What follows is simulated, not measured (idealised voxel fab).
A process module follows: voxel air gaps.
Section shown: cut. Width: 245 nm. Cell size: 5 nm, square.
We lay out every cross-section as a grid of square cells and spell it out in bands from the top down, where one band means one or more rows of cells. A band entry consists of two parts. The first gives the height of the band's top and the height of its bottom, in nm. The rest lists the band's materials from left to right, each with its width in nm. A single material labelled with the word "throughout" fills the band from edge to edge, and the word "empty" marks empty space. For the purposes of this specification, 0 denotes the height below which the wafer in its as-received condition is composed wholly of one material, and the lowermost band, lacking a lower limit, extends downward without end, as expressed in "from 0 down". So if you see something like "30..40" for the width, read it as the top row of the band sitting at the first number and the bottom row at the second, with every row in between moving by the same amount as the last. "no modifications" after a step means that no cell of the cross-section changed. The entry titled "Voids lacking openings" provides the empty spaces that have no open way to the top, restricted to those of 8 cells or more. Each is presented as width x height at distance, the distance being measured from the left edge, with all three in nm. If you see something after the settings on a step's line, that's the simulator's own remark about that step. overlay nm: where the mask lay relative to plan, measured to the right, on steps with a mask; negatives go left.

The process steps that were planned are listed below:
1) RECEIVE: material Si
2) CONFORMAL_DEP: material SiO2, thk nm 10
3) CONFORMAL_DEP: material SiN, thk nm 5
4) DIRECTIONAL_DEP: material lowk, thk nm 35
5) DIRECTIONAL_DEP: material aC, thk nm 10
6) PATTERN: tone open, mask id LINES, material resist, width nm 20, pitch nm 50, thk nm 25, overlay nm 0
7) DIRECTIONAL_ETCH: etch materials aC, depth nm 10
8) STRIP: etch materials resist
9) DIRECTIONAL_ETCH: etch materials lowk, depth nm 35
10) STRIP: etch materials aC
11) CONFORMAL_DEP: material TiN, thk nm 5
12) FILL_DEP: material Ru, thk nm 5
13) CMP: height nm 50
14) EPI: material Ru, thk nm 10
15) SELECTIVE_ETCH: etch materials lowk, depth nm 45
16) CONFORMAL_DEP: material SiCN, thk nm 5

Incoming wafer, cross-sectional view, post step 1:
	from 0 down | Si throughout
	Voids lacking openings: none

First of two wafers at the end of the module, shown in cross-section; run carried out as planned:
	from 65 to 60 | empty 45 | SiCN 150 | empty 50
	from 60 to 50 | empty 45 | SiCN 5 | Ru 40 | SiCN 10 | Ru 40 | SiCN 10 | Ru 40 | SiCN 5 | empty 50
	from 50 to 45 | empty 45 | SiCN 15 | TiN 5 | Ru 10 | TiN 5 | SiCN 30 | TiN 5 | Ru 10 | TiN 5 | SiCN 30 | TiN 5 | Ru 10 | TiN 5 | SiCN 15 | empty 50
	from 45 to 20 | empty 55 | SiCN 5 | TiN 5 | Ru 10 | TiN 5 | SiCN 5 | empty 20 | SiCN 5 | TiN 5 | Ru 10 | TiN 5 | SiCN 5 | empty 20 | SiCN 5 | TiN 5 | Ru 10 | TiN 5 | SiCN 5 | empty 60
	from 20 to 15 | SiCN 60 | TiN 20 | SiCN 30 | TiN 20 | SiCN 30 | TiN 20 | SiCN 65
	from 15 to 10 | SiN throughout
	from 10 to 0 | SiO2 throughout
	from 0 down | Si throughout
	Voids lacking openings: 20 x 25 at 85; 20 x 25 at 135

Second of two wafers, module complete, sectioned: it shares the first wafer's start and plan but was run with one mistake:
	from 60 to 50 | empty 50 | Ru 40 | empty 10 | Ru 40 | empty 10 | Ru 40 | empty 55
	from 50 to 20 | empty 60 | TiN 5 | Ru 10 | TiN 5 | empty 30 | TiN 5 | Ru 10 | TiN 5 | empty 30 | TiN 5 | Ru 10 | TiN 5 | empty 65
	from 20 to 15 | empty 60 | TiN 20 | empty 30 | TiN 20 | empty 30 | TiN 20 | empty 65
	from 15 to 10 | SiN throughout
	from 10 to 0 | SiO2 throughout
	from 0 down | Si throughout
	Voids lacking openings: none
Which mistake was made when the wafer was run? step 16 of the plan was bypassed and not carried out
End check, counted in cells, second wafer has more or fewer of these materials than the first: 127 fewer of SiCN
The first wafer finishes with 2 closed voids, while the second finishes with 0.
